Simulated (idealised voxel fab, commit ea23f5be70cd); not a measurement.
Module name: voxel fin reveal (process module)
The cross-section shown here is cut; it is 165 nm wide and divided into square cells measuring 5 nm on a side.
The cross-sections in this document take the form of a grid made of square cells. They are written out as bands, in order from top to bottom. Each band consists of one or more rows of cells.
In this notation a band is specified by the heights of its top and bottom, in that order and in nm, after which its materials appear from left to right, each paired with its width in nm. The word "full width" attached to a single material means that material fills the band from edge to edge; the word "blank" stands for empty space.
Zero point of the height axis is 0; under it, received wafer = one material. Lowest band: continues down indefinitely, "from 0 down".
Top row gets the first number, bottom row gets the second, and each row in between changes by the same step: that is how a band width like "30..40" works.
For the purposes of this document, the phrase "left unchanged" attached to a step denotes that no cell within the cross-section was modified by that step.
Closed-off voids of 8+ cells (no open route to the top) go in "Closed void catalog", written width x height at distance from the left edge, in nm.
What comes after the settings on a step's line is commentary from the simulator itself on that step.
The "overlay nm" setting may appear on a step's line; for a step that uses a mask, it gives how far to the right of its planned position the mask lay, and a negative value indicates the left.

## Process steps - plan
1: RECEIVE, material Si
2: CONFORMAL_DEP, material SiN, thk nm 10
3: DIRECTIONAL_DEP, material aC, thk nm 10
4: PATTERN, tone cover, mask id FINS, material resist, width nm 15, pitch nm 40, thk nm 25, overlay nm 0
5: DIRECTIONAL_ETCH, etch materials aC, depth nm 10
6: STRIP, etch materials resist
7: DIRECTIONAL_ETCH, etch materials SiN, depth nm 10
8: DIRECTIONAL_ETCH, etch materials Si, depth nm 35
9: STRIP, etch materials aC
10: OXIDIZE, depth nm 5
11: FILL_DEP, material SiO2, thk nm 10
12: CMP, height nm 10
13: SELECTIVE_ETCH, etch materials SiO2, depth nm 35
14: STRIP, etch materials SiN
15: CONFORMAL_DEP, material HfO2, thk nm 5

## What follows covers the first of two wafers; it ran as planned

## Cross-section of the wafer upon arrival, representing the state reached after step 1
	from 0 down | Si full width
	Closed void catalog: none

## The wafer in cross-section once step 2 is complete
	from 10 to 0 | SiN full width
	Everything under 0 stays put, no change at all.

## The wafer in cross-section once step 3 is complete
	from 20 to 10 | aC full width
	Everything under 10 stays put, no change at all.

## The wafer in cross-section once step 4 is complete
	from 45 to 20 | blank (15)  resist (15)  blank (25)  resist (15)  blank (25)  resist (15)  blank (25)  resist (15)  blank (15)
	Everything under 20 stays put, no change at all.

## The wafer in cross-section once step 5 is complete
	from 35 to 20 | blank (15)  resist (15)  blank (25)  resist (15)  blank (25)  resist (15)  blank (25)  resist (15)  blank (15)
	from 20 to 10 | blank (15)  aC (15)  blank (25)  aC (15)  blank (25)  aC (15)  blank (25)  aC (15)  blank (15)
	Everything under 10 stays put, no change at all.

## The wafer in cross-section once step 6 is complete
	from 20 to 10 | blank (15)  aC (15)  blank (25)  aC (15)  blank (25)  aC (15)  blank (25)  aC (15)  blank (15)
	Everything under 10 stays put, no change at all.

## The wafer in cross-section once step 7 is complete
	from 20 to 10 | blank (15)  aC (15)  blank (25)  aC (15)  blank (25)  aC (15)  blank (25)  aC (15)  blank (15)
	from 10 to 0 | blank (15)  SiN (15)  blank (25)  SiN (15)  blank (25)  SiN (15)  blank (25)  SiN (15)  blank (15)
	Everything under 0 stays put, no change at all.

## The wafer in cross-section once step 8 is complete
	from 20 to 10 | blank (15)  aC (15)  blank (25)  aC (15)  blank (25)  aC (15)  blank (25)  aC (15)  blank (15)
	from 10 to 0 | blank (15)  SiN (15)  blank (25)  SiN (15)  blank (25)  SiN (15)  blank (25)  SiN (15)  blank (15)
	from 0 to -35 | blank (15)  Si (15)  blank (25)  Si (15)  blank (25)  Si (15)  blank (25)  Si (15)  blank (15)
	Everything under -35 stays put, no change at all.

## The wafer in cross-section once step 9 is complete
	from 10 to 0 | blank (15)  SiN (15)  blank (25)  SiN (15)  blank (25)  SiN (15)  blank (25)  SiN (15)  blank (15)
	Everything under 0 stays put, no change at all.

## The wafer in cross-section once step 10 is complete
	from 10 to 0 | blank (15)  SiN (15)  blank (25)  SiN (15)  blank (25)  SiN (15)  blank (25)  SiN (15)  blank (15)
	from 0 to -35 | blank (15)  SiO2 (5)  Si (5)  SiO2 (5)  blank (25)  SiO2 (5)  Si (5)  SiO2 (5)  blank (25)  SiO2 (5)  Si (5)  SiO2 (5)  blank (25)  SiO2 (5)  Si (5)  SiO2 (5)  blank (15)
	from -35 to -40 | SiO2 (20)  Si (5)  SiO2 (35)  Si (5)  SiO2 (35)  Si (5)  SiO2 (35)  Si (5)  SiO2 (20)
	Everything under -40 stays put, no change at all.

## The wafer in cross-section once step 11 is complete
	from 20 to 10 | SiO2 full width
	from 10 to 0 | SiO2 (15)  SiN (15)  SiO2 (25)  SiN (15)  SiO2 (25)  SiN (15)  SiO2 (25)  SiN (15)  SiO2 (15)
	from 0 to -40 | SiO2 (20)  Si (5)  SiO2 (35)  Si (5)  SiO2 (35)  Si (5)  SiO2 (35)  Si (5)  SiO2 (20)
	Everything under -40 stays put, no change at all.

## The wafer in cross-section once step 12 is complete
	from 10 to 0 | SiO2 (15)  SiN (15)  SiO2 (25)  SiN (15)  SiO2 (25)  SiN (15)  SiO2 (25)  SiN (15)  SiO2 (15)
	Everything under 0 stays put, no change at all.

## The wafer in cross-section once step 13 is complete
	from 10 to 0 | blank (15)  SiN (15)  blank (25)  SiN (15)  blank (25)  SiN (15)  blank (25)  SiN (15)  blank (15)
	from 0 to -25 | blank (20)  Si (5)  blank (35)  Si (5)  blank (35)  Si (5)  blank (35)  Si (5)  blank (20)
	Everything under -25 stays put, no change at all.

## The wafer in cross-section once step 14 is complete
	from 0 to -25 | blank (20)  Si (5)  blank (35)  Si (5)  blank (35)  Si (5)  blank (35)  Si (5)  blank (20)
	Everything under -25 stays put, no change at all.

## The wafer in cross-section once step 15 is complete
	from 5 to 0 | blank (15)  HfO2 (15)  blank (25)  HfO2 (15)  blank (25)  HfO2 (15)  blank (25)  HfO2 (15)  blank (15)
	from 0 to -20 | blank (15)  HfO2 (5)  Si (5)  HfO2 (5)  blank (25)  HfO2 (5)  Si (5)  HfO2 (5)  blank (25)  HfO2 (5)  Si (5)  HfO2 (5)  blank (25)  HfO2 (5)  Si (5)  HfO2 (5)  blank (15)
	from -20 to -25 | HfO2 (20)  Si (5)  HfO2 (35)  Si (5)  HfO2 (35)  Si (5)  HfO2 (35)  Si (5)  HfO2 (20)
	Everything under -25 stays put, no change at all.

## Here the second wafer is described. Its start and its plan were those of the first wafer. Its run contained one mistake. Up to and including step 12, it did exactly what the first wafer did

## Look at the second wafer in cross-section at the time step 13 ought to have finished
	from 10 to 0 | blank (15)  SiN (15)  blank (25)  SiN (15)  blank (25)  SiN (15)  blank (25)  SiN (15)  blank (15)
	from 0 to -40 | blank (20)  Si (5)  blank (35)  Si (5)  blank (35)  Si (5)  blank (35)  Si (5)  blank (20)
	Everything under -40 stays put, no change at all.

## Look at the second wafer in cross-section at the time step 14 ought to have finished
	from 0 to -40 | blank (20)  Si (5)  blank (35)  Si (5)  blank (35)  Si (5)  blank (35)  Si (5)  blank (20)
	Everything under -40 stays put, no change at all.

## Look at the second wafer in cross-section at the time step 15 ought to have finished
	from 5 to 0 | blank (15)  HfO2 (15)  blank (25)  HfO2 (15)  blank (25)  HfO2 (15)  blank (25)  HfO2 (15)  blank (15)
	from 0 to -35 | blank (15)  HfO2 (5)  Si (5)  HfO2 (5)  blank (25)  HfO2 (5)  Si (5)  HfO2 (5)  blank (25)  HfO2 (5)  Si (5)  HfO2 (5)  blank (25)  HfO2 (5)  Si (5)  HfO2 (5)  blank (15)
	from -35 to -40 | HfO2 (20)  Si (5)  HfO2 (35)  Si (5)  HfO2 (35)  Si (5)  HfO2 (35)  Si (5)  HfO2 (20)
	Everything under -40 stays put, no change at all.
So what did we get wrong on this run? step 13 from the plan got run twice
Upon completion, the second wafer contains, in terms of cells, a greater or smaller amount of certain materials than the first wafer: HfO2: 24 more | SiO2: 87 fewer
